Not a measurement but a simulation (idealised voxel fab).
process module | voxel transistor to metal
cross-section cut | 185 nm wide | cells 5 nm
A cross-section is a grid of square cells, given in bands from the top down. A band is one or more rows of cells.
Each band's line starts with the height of the band's top and of its bottom, in nm. Then come its materials from left to right, each with its width in nm. One material with "throughout" fills the band from edge to edge. "air" is empty space.
Height 0 is the level under which the wafer as received is all one material. The lowest band goes on downwards, as in "0 down".
A width such as "30 to 40" changes by the same amount from each row of cells to the next, from the band's top row to its bottom row.
"no change" after a step means that no cell of the cross-section changed.
closed voids: empty space of 8 cells or more with no open way to the top, each as width x height at its distance from the left edge, in nm
after a step's settings: what the simulator itself notes on the step
overlay nm, on a step with a mask: how far to the right of its planned place the mask lay; to the left if negative
plan
1 op RECEIVE | material Si
2 op OXIDIZE | depth nm 5
3 op CONFORMAL_DEP | material SiN | thk nm 10
4 op DIRECTIONAL_DEP | material aC | thk nm 10
5 op PATTERN | tone cover | mask id ACTIVE | material resist | width nm 95 | thk nm 30 | overlay nm 0
6 op DIRECTIONAL_ETCH | etch materials aC | depth nm 10
7 op STRIP | etch materials resist
8 op DIRECTIONAL_ETCH | etch materials SiN | depth nm 10
9 op DIRECTIONAL_ETCH | etch materials SiO2 | depth nm 5
10 op DIRECTIONAL_ETCH | etch materials Si | depth nm 25
11 op STRIP | etch materials aC
12 op FILL_DEP | material SiO2 | thk nm 10
13 op CMP | height nm 10
14 op SELECTIVE_ETCH | etch materials SiO2 | depth nm 5
15 op STRIP | etch materials SiN
16 op SELECTIVE_ETCH | etch materials SiO2 | depth nm 5
17 op OXIDIZE | depth nm 5
18 op DIRECTIONAL_DEP | material polySi | thk nm 20
19 op DIRECTIONAL_DEP | material SiCN | thk nm 15
20 op DIRECTIONAL_DEP | material aC | thk nm 10
21 op PATTERN | tone cover | mask id GATE | material resist | width nm 25 | thk nm 30 | overlay nm 0
22 op DIRECTIONAL_ETCH | etch materials aC | depth nm 10
23 op STRIP | etch materials resist
24 op DIRECTIONAL_ETCH | etch materials SiCN | depth nm 25
25 op DIRECTIONAL_ETCH | etch materials polySi | depth nm 30
26 op STRIP | etch materials aC
27 op CONFORMAL_DEP | material SiN | thk nm 10
28 op DIRECTIONAL_ETCH | etch materials SiN | depth nm 10
29 op DIRECTIONAL_ETCH | etch materials SiO2 | depth nm 5
30 op EPI | material nSi | thk nm 5
31 op FILL_DEP | material SiO2 | thk nm 5
32 op CMP | height nm 15
33 op STRIP | etch materials polySi
34 op SELECTIVE_ETCH | etch materials SiO2 | depth nm 5
35 op CONFORMAL_DEP | material HfO2 | thk nm 5
36 op CONFORMAL_DEP | material TiN | thk nm 5
37 op FILL_DEP | material W | thk nm 10
38 op CMP | height nm 10
39 op DIRECTIONAL_DEP | material SiO2 | thk nm 15
40 op DIRECTIONAL_DEP | material aC | thk nm 10
41 op PATTERN | tone open | mask id CONTACT | material resist | width nm 15 | pitch nm 70 | thk nm 30 | overlay nm 0
42 op DIRECTIONAL_ETCH | etch materials aC | depth nm 10
43 op STRIP | etch materials resist
44 op DIRECTIONAL_ETCH | etch materials SiO2 | depth nm 30
45 op STRIP | etch materials aC
46 op CONFORMAL_DEP | material TiN | thk nm 5
47 op FILL_DEP | material W | thk nm 5
48 op CMP | height nm 25
49 op DIRECTIONAL_DEP | material TiN | thk nm 5
50 op DIRECTIONAL_DEP | material W | thk nm 15
51 op DIRECTIONAL_DEP | material aC | thk nm 15
52 op PATTERN | tone cover | mask id METAL_1 | material resist | width nm 15 | pitch nm 70 | thk nm 35 | overlay nm 0
53 op DIRECTIONAL_ETCH | etch materials aC | depth nm 15
54 op STRIP | etch materials resist
55 op DIRECTIONAL_ETCH | etch materials W | depth nm 15
56 op DIRECTIONAL_ETCH | etch materials TiN | depth nm 5
57 op STRIP | etch materials aC
58 op FILL_DEP | material lowk | thk nm 10
59 op CMP | height nm 45
60 op CONFORMAL_DEP | material SiCN | thk nm 5
61 op DIRECTIONAL_DEP | material SiO2 | thk nm 35
62 op PATTERN | tone open | mask id METAL_2 | material resist | width nm 15 | pitch nm 70 | thk nm 20 | overlay nm 0
63 op DIRECTIONAL_ETCH | etch materials SiO2 | depth nm 20
64 op STRIP | etch materials resist
65 op MASKED_ETCH | tone open | mask id METAL_2_HOLES | width nm 15 | pitch nm 70 | etch materials SiO2 | depth nm 15 | overlay nm 0
66 op MASKED_ETCH | tone open | mask id METAL_2_HOLES | width nm 15 | pitch nm 70 | etch materials SiCN | depth nm 5 | overlay nm 0
67 op CONFORMAL_DEP | material TiN | thk nm 5
68 op FILL_DEP | material Cu | thk nm 10
69 op CMP | height nm 85
70 op CONFORMAL_DEP | material SiCN | thk nm 5
varied across the wafers: width nm of step 52. The plan shows the first wafer's value. All wafers start alike
first wafer as received, after step 1
  0 down: Si throughout
  closed voids: none
first wafer at the end, after step 70
  90 to 85: SiCN throughout
  85 to 50: SiO2 50 | TiN 5 | Cu 5 | TiN 5 | SiO2 55 | TiN 5 | Cu 5 | TiN 5 | SiO2 50
  50 to 45: SiCN 50 | TiN 15 | SiCN 55 | TiN 15 | SiCN 50
  45 to 30: lowk 50 | W 15 | lowk 55 | W 15 | lowk 50
  30 to 25: lowk 50 | TiN 15 | lowk 55 | TiN 15 | lowk 50
  25 to 10: SiO2 50 | TiN 5 | W 5 | TiN 5 | SiO2 55 | TiN 5 | W 5 | TiN 5 | SiO2 50
  10 to 0: SiO2 50 | TiN 5 | W 5 | TiN 5 | SiO2 5 | SiN 10 | HfO2 5 | TiN 5 | W 5 | TiN 5 | HfO2 5 | SiN 10 | SiO2 5 | TiN 5 | W 5 | TiN 5 | SiO2 50
  0 to -5: SiO2 40 | SiN 10 | TiN 15 | SiO2 5 | SiN 10 | HfO2 5 | TiN 15 | HfO2 5 | SiN 10 | SiO2 5 | TiN 15 | SiN 10 | SiO2 40
  -5 to -10: SiO2 50 | nSi 20 | SiO2 5 | HfO2 35 | SiO2 5 | nSi 20 | SiO2 50
  -10 to -30: SiO2 45 | Si 95 | SiO2 45
  -30 down: Si throughout
  closed voids: none
last wafer at the end
  90 to 85: SiCN throughout
  85 to 50: SiO2 50 | TiN 5 | Cu 5 | TiN 5 | SiO2 55 | TiN 5 | Cu 5 | TiN 5 | SiO2 50
  50 to 45: SiCN 50 | TiN 15 | SiCN 55 | TiN 15 | SiCN 50
  45 to 30: lowk 45 | W 30 | lowk 40 | W 30 | lowk 40
  30 to 25: lowk 45 | TiN 30 | lowk 40 | TiN 30 | lowk 40
  25 to 10: SiO2 50 | TiN 5 | W 5 | TiN 5 | SiO2 55 | TiN 5 | W 5 | TiN 5 | SiO2 50
  10 to 0: SiO2 50 | TiN 5 | W 5 | TiN 5 | SiO2 5 | SiN 10 | HfO2 5 | TiN 5 | W 5 | TiN 5 | HfO2 5 | SiN 10 | SiO2 5 | TiN 5 | W 5 | TiN 5 | SiO2 50
  0 to -5: SiO2 40 | SiN 10 | TiN 15 | SiO2 5 | SiN 10 | HfO2 5 | TiN 15 | HfO2 5 | SiN 10 | SiO2 5 | TiN 15 | SiN 10 | SiO2 40
  -5 to -10: SiO2 50 | nSi 20 | SiO2 5 | HfO2 35 | SiO2 5 | nSi 20 | SiO2 50
  -10 to -30: SiO2 45 | Si 95 | SiO2 45
  -30 down: Si throughout
  closed voids: none
each wafer at the end: cells of each material gained (+) or lost (-) since it was received, then its closed voids
width nm 15 | +14 Cu | +13 HfO2 | -146 Si | +68 SiCN | +16 SiN | +466 SiO2 | +73 TiN | +30 W | +124 lowk | +8 nSi | closed voids: none
width nm 20 | +14 Cu | +13 HfO2 | -146 Si | +68 SiCN | +16 SiN | +466 SiO2 | +75 TiN | +36 W | +116 lowk | +8 nSi | closed voids: none
width nm 25 | +14 Cu | +13 HfO2 | -146 Si | +68 SiCN | +16 SiN | +466 SiO2 | +77 TiN | +42 W | +108 lowk | +8 nSi | closed voids: none
width nm 30 | +14 Cu | +13 HfO2 | -146 Si | +68 SiCN | +16 SiN | +466 SiO2 | +79 TiN | +48 W | +100 lowk | +8 nSi | closed voids: none
